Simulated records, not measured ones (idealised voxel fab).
The document below concerns the process module designated voxel released beams.
This is section cut - it's 290 nm across, gridded in 5 nm square cells.
Think of the cross-section as a grid of square cells. We describe it in bands, top to bottom, and each band covers one or more rows of those cells. The band entry comprises the height of the band's top followed by the height of its bottom, expressed in nm, and subsequently the band's materials from left to right, each stated together with its width in nm. Where a single material is marked with the word "full width", that material fills the band from edge to edge. The word "blank" represents empty space. Ref level 0: as-received wafer is one material below here. Bottom band extends down with no lower bound ("top 0, no bottom"). Width: "30->40" (first number = top row, second number = bottom row, same change from row to row of cells). For the purposes of this document, the phrase "no modification" attached to a step denotes that no cell within the cross-section was modified by that step. "Internal closed voids": empty spaces of 8 cells or more with no open way to the top, each given as width x height at distance, distance from the left edge, all in nm. Text after the settings on a step's line: the simulator's own remark on that step. overlay nm: mask right of planned place by this much (step with mask). Neg. = left.
Set out below are the planned steps of the process:
1 RECEIVE (material Si)
2 CONFORMAL_DEP (material Al2O3; thk nm 5)
3 DIRECTIONAL_DEP (material SiO2; thk nm 15)
4 PATTERN (tone open; mask id ANCHOR; material resist; width nm 25; thk nm 15; overlay nm 0)
5 DIRECTIONAL_ETCH (etch materials SiO2; depth nm 15)
6 STRIP (etch materials resist)
7 CONFORMAL_DEP (material polySi; thk nm 10)
8 MASKED_ETCH (tone cover; mask id BEAM; width nm 95; etch materials polySi; depth nm 10; overlay nm 0)
9 STRIP (etch materials SiO2)
On the first of the two wafers: run conducted according to plan:
Cross-section of the wafer upon arrival, representing the state reached after step 1:
	top 0, no bottom: Si full width
	Internal closed voids: none
Cross-section: wafer state after step 2:
	top 5, bottom 0: Al2O3 full width
	Under the height 0 nothing was changed.
Cross-section: wafer state after step 3:
	top 20, bottom 5: SiO2 full width
	Under the height 5 nothing was changed.
Cross-section: wafer state after step 4:
	top 35, bottom 20: resist=100 / blank=25 / resist=165
	Under the height 20 nothing was changed.
Cross-section: wafer state after step 5:
	top 35, bottom 20: resist=100 / blank=25 / resist=165
	top 20, bottom 5: SiO2=100 / blank=25 / SiO2=165
	Under the height 5 nothing was changed.
Cross-section: wafer state after step 6:
	top 20, bottom 5: SiO2=100 / blank=25 / SiO2=165
	Under the height 5 nothing was changed.
Cross-section: wafer state after step 7:
	top 30, bottom 20: polySi=110 / blank=5 / polySi=175
	top 20, bottom 15: SiO2=100 / polySi=10 / blank=5 / polySi=10 / SiO2=165
	top 15, bottom 5: SiO2=100 / polySi=25 / SiO2=165
	Under the height 5 nothing was changed.
Cross-section: wafer state after step 8:
	top 30, bottom 20: blank=95 / polySi=15 / blank=5 / polySi=75 / blank=100
	Under the height 20 nothing was changed.
Cross-section: wafer state after step 9:
	top 30, bottom 20: blank=95 / polySi=15 / blank=5 / polySi=75 / blank=100
	top 20, bottom 15: blank=100 / polySi=10 / blank=5 / polySi=10 / blank=165
	top 15, bottom 5: blank=100 / polySi=25 / blank=165
	Under the height 5 nothing was changed.
Second wafer, same starting conditions and recipe as the first, one mistake in executing it, nothing differs from the first up to and including step 8:
X-section, second wafer, when step 9 was due to finish:
	top 20, bottom 5: SiO2=100 / blank=25 / SiO2=165
	Under the height 5 nothing was changed.
Where did the run depart from the plan? not per plan at step 9, really ran STRIP (etch materials polySi)
Final tally in cells, some materials are higher or lower on the second wafer than on the first: SiO2 +159, polySi -50
